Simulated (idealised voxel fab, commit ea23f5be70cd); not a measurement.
process module | voxel transistor to metal
cross-section cut | 170 nm wide | cells 5 nm
A cross-section is a grid of square cells, given in bands from the top down. A band is one or more rows of cells.
Each band's line starts with the height of the band's top and of its bottom, in nm. Then come its materials from left to right, each with its width in nm. One material with "throughout" fills the band from edge to edge. "air" is empty space.
Height 0 is the level under which the wafer as received is all one material. The lowest band goes on downwards, as in "0 down".
A width such as "30 to 40" changes by the same amount from each row of cells to the next, from the band's top row to its bottom row.
"no change" after a step means that no cell of the cross-section changed.
closed voids: empty space of 8 cells or more with no open way to the top, each as width x height at its distance from the left edge, in nm
after a step's settings: what the simulator itself notes on the step
overlay nm, on a step with a mask: how far to the right of its planned place the mask lay; to the left if negative
plan
1 op RECEIVE | material Si
2 op CONFORMAL_DEP | material SiO2 | thk nm 5
3 op CONFORMAL_DEP | material SiN | thk nm 10
4 op DIRECTIONAL_DEP | material aC | thk nm 10
5 op PATTERN | tone cover | mask id ACTIVE | material resist | width nm 110 | thk nm 25 | overlay nm 0
6 op DIRECTIONAL_ETCH | etch materials aC | depth nm 10
7 op STRIP | etch materials resist
8 op DIRECTIONAL_ETCH | etch materials SiN | depth nm 10
9 op DIRECTIONAL_ETCH | etch materials SiO2 | depth nm 5
10 op DIRECTIONAL_ETCH | etch materials Si | depth nm 20
11 op STRIP | etch materials aC
12 op FILL_DEP | material SiO2 | thk nm 15
13 op CMP | height nm 15
14 op SELECTIVE_ETCH | etch materials SiO2 | depth nm 5
15 op STRIP | etch materials SiN
16 op SELECTIVE_ETCH | etch materials SiO2 | depth nm 5
17 op OXIDIZE | depth nm 5
18 op DIRECTIONAL_DEP | material polySi | thk nm 30
19 op DIRECTIONAL_DEP | material SiCN | thk nm 15
20 op MASKED_ETCH | tone cover | mask id GATE | width nm 30 | etch materials SiCN | depth nm 25 | overlay nm 0
21 op MASKED_ETCH | tone cover | mask id GATE | width nm 30 | etch materials polySi | depth nm 40 | overlay nm 0
22 op CONFORMAL_DEP | material SiN | thk nm 5
23 op DIRECTIONAL_ETCH | etch materials SiN | depth nm 5
24 op DIRECTIONAL_ETCH | etch materials SiO2 | depth nm 5
25 op DIRECTIONAL_ETCH | etch materials Si | depth nm 15
26 op EPI | material pSi | thk nm 15
27 op FILL_DEP | material SiO2 | thk nm 10
28 op CMP | height nm 30
29 op STRIP | etch materials polySi
30 op SELECTIVE_ETCH | etch materials SiO2 | depth nm 5
31 op CONFORMAL_DEP | material HfO2 | thk nm 5
32 op CONFORMAL_DEP | material TiN | thk nm 5
33 op FILL_DEP | material W | thk nm 5
34 op CMP | height nm 25
35 op DIRECTIONAL_DEP | material SiO2 | thk nm 10
36 op PATTERN | tone open | mask id CONTACT | material resist | width nm 15 | pitch nm 75 | thk nm 20 | overlay nm 0
37 op DIRECTIONAL_ETCH | etch materials SiO2 | depth nm 40
38 op STRIP | etch materials resist
39 op CONFORMAL_DEP | material TiN | thk nm 5
40 op FILL_DEP | material Ru | thk nm 10
41 op CMP | height nm 35
42 op DIRECTIONAL_DEP | material TiN | thk nm 5
43 op DIRECTIONAL_DEP | material W | thk nm 25
44 op DIRECTIONAL_DEP | material aC | thk nm 15
45 op PATTERN | tone cover | mask id METAL_1 | material resist | width nm 15 | pitch nm 75 | thk nm 30 | overlay nm 0
46 op DIRECTIONAL_ETCH | etch materials aC | depth nm 15
47 op STRIP | etch materials resist
48 op DIRECTIONAL_ETCH | etch materials W | depth nm 25
49 op DIRECTIONAL_ETCH | etch materials TiN | depth nm 5
50 op STRIP | etch materials aC
51 op CONFORMAL_DEP | material SiCN | thk nm 5
52 op FILL_DEP | material lowk | thk nm 10
53 op CMP | height nm 65
54 op CONFORMAL_DEP | material SiCN | thk nm 5
as received, after step 1
  0 down: Si throughout
  closed voids: none
first wafer at the end, as planned
  70 to 65: SiCN throughout
  65 to 40: lowk 35 | SiCN 5 | W 15 | SiCN 5 | lowk 50 | SiCN 5 | W 15 | SiCN 5 | lowk 35
  40 to 35: SiCN 40 | TiN 15 | SiCN 60 | TiN 15 | SiCN 40
  35 to 25: SiO2 40 | TiN 5 | Ru 5 | TiN 5 | SiO2 60 | TiN 5 | Ru 5 | TiN 5 | SiO2 40
  25 to 15: SiO2 40 | TiN 5 | Ru 5 | TiN 5 | SiO2 10 | SiN 5 | HfO2 5 | TiN 5 | W 10 | TiN 5 | HfO2 5 | SiN 5 | SiO2 10 | TiN 5 | Ru 5 | TiN 5 | SiO2 40
  15 to 10: SiO2 40 | TiN 15 | SiO2 10 | SiN 5 | HfO2 5 | TiN 5 | W 10 | TiN 5 | HfO2 5 | SiN 5 | SiO2 10 | TiN 15 | SiO2 40
  10 to 5: SiO2 40 | TiN 10 | pSi 15 | SiN 5 | HfO2 5 | TiN 5 | W 10 | TiN 5 | HfO2 5 | SiN 5 | pSi 15 | TiN 10 | SiO2 40
  5 to 0: SiO2 25 | SiN 5 | SiO2 10 | TiN 10 | pSi 15 | SiN 5 | HfO2 5 | TiN 20 | HfO2 5 | SiN 5 | pSi 15 | TiN 10 | SiO2 10 | SiN 5 | SiO2 25
  0 to -5: SiO2 40 | TiN 10 | pSi 15 | HfO2 40 | pSi 15 | TiN 10 | SiO2 40
  -5 to -20: SiO2 30 | pSi 35 | Si 40 | pSi 35 | SiO2 30
  -20 down: Si throughout
  closed voids: none
second wafer at the end: like start, like plan, one mistake
  70 to 65: SiCN throughout
  65 to 40: lowk 30 | SiCN 5 | W 25 | SiCN 5 | lowk 40 | SiCN 5 | W 25 | SiCN 5 | lowk 30
  40 to 35: SiCN 35 | TiN 25 | SiCN 50 | TiN 25 | SiCN 35
  35 to 25: SiO2 40 | TiN 5 | Ru 5 | TiN 5 | SiO2 60 | TiN 5 | Ru 5 | TiN 5 | SiO2 40
  25 to 15: SiO2 40 | TiN 5 | Ru 5 | TiN 5 | SiO2 10 | SiN 5 | HfO2 5 | TiN 5 | W 10 | TiN 5 | HfO2 5 | SiN 5 | SiO2 10 | TiN 5 | Ru 5 | TiN 5 | SiO2 40
  15 to 10: SiO2 40 | TiN 15 | SiO2 10 | SiN 5 | HfO2 5 | TiN 5 | W 10 | TiN 5 | HfO2 5 | SiN 5 | SiO2 10 | TiN 15 | SiO2 40
  10 to 5: SiO2 40 | TiN 10 | pSi 15 | SiN 5 | HfO2 5 | TiN 5 | W 10 | TiN 5 | HfO2 5 | SiN 5 | pSi 15 | TiN 10 | SiO2 40
  5 to 0: SiO2 25 | SiN 5 | SiO2 10 | TiN 10 | pSi 15 | SiN 5 | HfO2 5 | TiN 20 | HfO2 5 | SiN 5 | pSi 15 | TiN 10 | SiO2 10 | SiN 5 | SiO2 25
  0 to -5: SiO2 40 | TiN 10 | pSi 15 | HfO2 40 | pSi 15 | TiN 10 | SiO2 40
  -5 to -20: SiO2 30 | pSi 35 | Si 40 | pSi 35 | SiO2 30
  -20 down: Si throughout
  closed voids: none
what went wrong: step 45 ran as: op PATTERN | tone cover | mask id METAL_1 | material resist | width nm 25 | pitch nm 75 | thk nm 30 | overlay nm 0
at the end the second wafer has, in cells: 4 fewer of SiCN | 4 more of TiN | 20 more of W | 20 fewer of lowk
